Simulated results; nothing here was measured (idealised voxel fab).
Process module name: voxel gate over fins
This is section cut - it's 200 nm across, gridded in 5 nm square cells.
Notation: cross-section as square-cell grid; stated in bands, top first, going down; one or more cell rows per band.
It is stipulated that each band's entry specify, in nanometres, the height of the top of the band and then that of its bottom, followed by the materials of the band in left-to-right sequence, each together with its width in nanometres. A single material marked by the word "edge to edge" is understood to fill the band from edge to edge; the word "air" is understood to denote empty space.
Height is counted from the level 0, under which the received wafer is composed throughout of one material. The lowest of the bands is not closed at the bottom but continues downward, in the notation "0 nm and below".
It should be noted that a width expressed as "30 to 40" varies in equal increments from row to row of cells within the band, taking the value of the first number at the top row and that of the second number at the bottom row.
Key: "nothing changed" - step with no changed cell in the cross-section.
For the entry "Tabulated closed voids", the listed items are empty spaces with no open way to the top whose size is 8 cells or more; each item follows the pattern width x height at distance, where distance is from the left edge and all three are in nm.
Heads up: the bit after the settings on a step's line is the simulator's remark on that step.
overlay nm: step with mask; distance mask lay right of planned place; negative value = left of planned place.
INTENDED PROCESS STEPS
1: RECEIVE,material Si
2: CONFORMAL_DEP,material SiN,thk nm 10
3: PATTERN,tone cover,mask id FINS,material resist,width nm 15,pitch nm 60,thk nm 15,overlay nm 0
4: DIRECTIONAL_ETCH,etch materials SiN,depth nm 10
5: DIRECTIONAL_ETCH,etch materials Si,depth nm 35
6: STRIP,etch materials resist
7: FILL_DEP,material SiO2,thk nm 5
8: CMP,height nm 10
9: DIRECTIONAL_DEP,material aC,thk nm 15
10: PATTERN,tone open,mask id RAIL,material resist,width nm 15,thk nm 30,overlay nm -15
11: DIRECTIONAL_ETCH,etch materials aC,depth nm 15
12: STRIP,etch materials resist
13: DIRECTIONAL_ETCH,etch materials SiO2,depth nm 40
14: STRIP,etch materials aC
15: CONFORMAL_DEP,material TiN,thk nm 5
16: FILL_DEP,material W,thk nm 5
17: CMP,height nm 10
18: SELECTIVE_ETCH,etch materials W Ru TiN,depth nm 30
19: FILL_DEP,material SiO2,thk nm 5
20: CMP,height nm 10
21: SELECTIVE_ETCH,etch materials SiO2,depth nm 25
22: STRIP,etch materials SiN
23: CONFORMAL_DEP,material HfO2,thk nm 5
24: CONFORMAL_DEP,material TiN,thk nm 5
25: CONFORMAL_DEP,material TiAl,thk nm 5
26: CONFORMAL_DEP,material TiN,thk nm 5
27: FILL_DEP,material W,thk nm 15
28: CMP,height nm 30
29: CONFORMAL_DEP,material SiCN,thk nm 5
The plan's step 10 overlay nm is the first wafer's value; the wafers differ in this setting and start identical.
CUT THROUGH THE FIRST OF SEVERAL WAFERS AS RECEIVED, POST STEP 1
  0 nm and below = Si edge to edge
  Tabulated closed voids: none
BELOW, A ROW FOR EVERY WAFER. READ IT AS THE END-OF-MODULE PICTURE: FOR EACH MATERIAL THE WAFER SHOWS ITS CELLS GAINED (+) OR LOST (-) SINCE IT WAS RECEIVED, AND THEN ITS CLOSED VOIDS
overlay nm -15; +52 HfO2; -238 Si; +40 SiCN; +130 SiO2; +52 TiAl; +109 TiN; +135 W; Tabulated closed voids: none
overlay nm -10; +52 HfO2; -238 Si; +40 SiCN; +130 SiO2; +52 TiAl; +109 TiN; +135 W; Tabulated closed voids: none
overlay nm -5; +52 HfO2; -238 Si; +40 SiCN; +130 SiO2; +52 TiAl; +109 TiN; +135 W; Tabulated closed voids: none
overlay nm 0; +52 HfO2; -238 Si; +40 SiCN; +130 SiO2; +52 TiAl; +109 TiN; +135 W; Tabulated closed voids: none
overlay nm 5; +52 HfO2; -238 Si; +40 SiCN; +130 SiO2; +52 TiAl; +109 TiN; +135 W; Tabulated closed voids: none
overlay nm 10; +52 HfO2; -238 Si; +40 SiCN; +130 SiO2; +52 TiAl; +109 TiN; +135 W; Tabulated closed voids: none
overlay nm 15; +52 HfO2; -238 Si; +40 SiCN; +130 SiO2; +52 TiAl; +109 TiN; +135 W; Tabulated closed voids: none
